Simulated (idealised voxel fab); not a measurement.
This section sets out a process module, namely voxel transistor to metal.
We display cut, a cross-section 205 nm in width whose square cells are each 5 nm.
Throughout this document, each cross-section is represented as a grid of square cells and is presented as a sequence of bands enumerated from the top downward, where a band comprises one or more rows of cells.
The band entry comprises the height of the band's top followed by the height of its bottom, expressed in nm, and subsequently the band's materials from left to right, each stated together with its width in nm. Where a single material is marked with the word "throughout", that material fills the band from edge to edge. The word "empty" represents empty space.
Heights are measured from 0, the level below which the as-received wafer is all one material; the lowest band has no bottom and continues downward, written as in "0 and below".
A two-number width, for instance "30..40", indicates that the width is equal to the first number in the top row of the band and to the second number in the bottom row, and that it changes by a constant amount per row of cells.
Key: "nothing got changed" - step with no changed cell in the cross-section.
Closed-off voids of 8+ cells (no open route to the top) go in "closed voids", written width x height at distance from the left edge, in nm.
Anything after a step's settings on that line? It's the simulator's own note about the step.
overlay nm: on a step with a mask, how far right of its planned place the mask lay; negative means left.

### List of planned process steps
1: RECEIVE,material Si
2: CONFORMAL_DEP,material SiO2,thk nm 5
3: CONFORMAL_DEP,material SiN,thk nm 10
4: DIRECTIONAL_DEP,material aC,thk nm 10
5: PATTERN,tone cover,mask id ACTIVE,material resist,width nm 120,thk nm 30,overlay nm 0
6: DIRECTIONAL_ETCH,etch materials aC,depth nm 10
7: STRIP,etch materials resist
8: DIRECTIONAL_ETCH,etch materials SiN,depth nm 10
9: DIRECTIONAL_ETCH,etch materials SiO2,depth nm 5
10: DIRECTIONAL_ETCH,etch materials Si,depth nm 30
11: STRIP,etch materials aC
12: FILL_DEP,material SiO2,thk nm 10
13: CMP,height nm 15
14: SELECTIVE_ETCH,etch materials SiO2,depth nm 5
15: STRIP,etch materials SiN
16: SELECTIVE_ETCH,etch materials SiO2,depth nm 5
17: OXIDIZE,depth nm 5
18: DIRECTIONAL_DEP,material polySi,thk nm 30
19: DIRECTIONAL_DEP,material SiCN,thk nm 15
20: MASKED_ETCH,tone cover,mask id GATE,width nm 20,etch materials SiCN,depth nm 25,overlay nm 0
21: MASKED_ETCH,tone cover,mask id GATE,width nm 20,etch materials polySi,depth nm 40,overlay nm 0
22: CONFORMAL_DEP,material SiN,thk nm 5
23: DIRECTIONAL_ETCH,etch materials SiN,depth nm 5
24: DIRECTIONAL_ETCH,etch materials SiO2,depth nm 5
25: DIRECTIONAL_ETCH,etch materials Si,depth nm 5
26: EPI,material SiGe,thk nm 10
27: FILL_DEP,material SiO2,thk nm 5
28: CMP,height nm 45
29: DIRECTIONAL_DEP,material SiO2,thk nm 10
30: PATTERN,tone open,mask id CONTACT,material resist,width nm 20,pitch nm 80,thk nm 20,overlay nm 0
31: DIRECTIONAL_ETCH,etch materials SiO2,depth nm 55
32: STRIP,etch materials resist
33: CONFORMAL_DEP,material TiN,thk nm 5
34: FILL_DEP,material W,thk nm 10
35: CMP,height nm 55
36: DIRECTIONAL_DEP,material TiN,thk nm 5
37: DIRECTIONAL_DEP,material W,thk nm 15
38: DIRECTIONAL_DEP,material aC,thk nm 10
39: PATTERN,tone cover,mask id METAL_1,material resist,width nm 20,pitch nm 80,thk nm 30,overlay nm 0
40: DIRECTIONAL_ETCH,etch materials aC,depth nm 10
41: STRIP,etch materials resist
42: DIRECTIONAL_ETCH,etch materials W,depth nm 15
43: DIRECTIONAL_ETCH,etch materials TiN,depth nm 5
44: STRIP,etch materials aC
45: CONFORMAL_DEP,material SiN,thk nm 5
46: FILL_DEP,material SiO2,thk nm 10
47: CMP,height nm 75
48: CONFORMAL_DEP,material SiCN,thk nm 5
49: DIRECTIONAL_DEP,material SiO2,thk nm 30
50: MASKED_ETCH,tone open,mask id METAL_2_HOLES,width nm 15,pitch nm 80,etch materials SiO2,depth nm 30,overlay nm 0
51: PATTERN,tone open,mask id METAL_2,material resist,width nm 20,pitch nm 80,thk nm 15,overlay nm 0
52: DIRECTIONAL_ETCH,etch materials SiO2,depth nm 20
53: DIRECTIONAL_ETCH,etch materials SiCN,depth nm 5
54: STRIP,etch materials resist
55: CONFORMAL_DEP,material TiN,thk nm 5
56: FILL_DEP,material Cu,thk nm 5
57: CMP,height nm 110
58: CONFORMAL_DEP,material SiCN,thk nm 5
For this document, wafers share an identical start and vary in the step 17 depth nm; the plan quotes the first wafer's value.

### Step 1 complete: as-received cross-section of the first of several wafers
  0 and below  Si throughout
  closed voids: none

### Basically each wafer gets a line in the table, showing it at the end of the module: material by material, the cells it gained (+) or lost (-) since we got it, then its closed voids
depth nm 5, +18 Cu, -144 Si, +88 SiCN, +40 SiGe, +65 SiN, +700 SiO2, +88 TiN, +64 W, +24 polySi, closed voids: none
depth nm 10, +18 Cu, -150 Si, +88 SiCN, +65 SiN, +746 SiO2, +88 TiN, +64 W, +24 polySi, closed voids: none
depth nm 15, +18 Cu, -174 Si, +88 SiCN, +65 SiN, +770 SiO2, +88 TiN, +64 W, +24 polySi, closed voids: none
depth nm 20, +18 Cu, -198 Si, +88 SiCN, +65 SiN, +794 SiO2, +88 TiN, +64 W, +24 polySi, closed voids: none
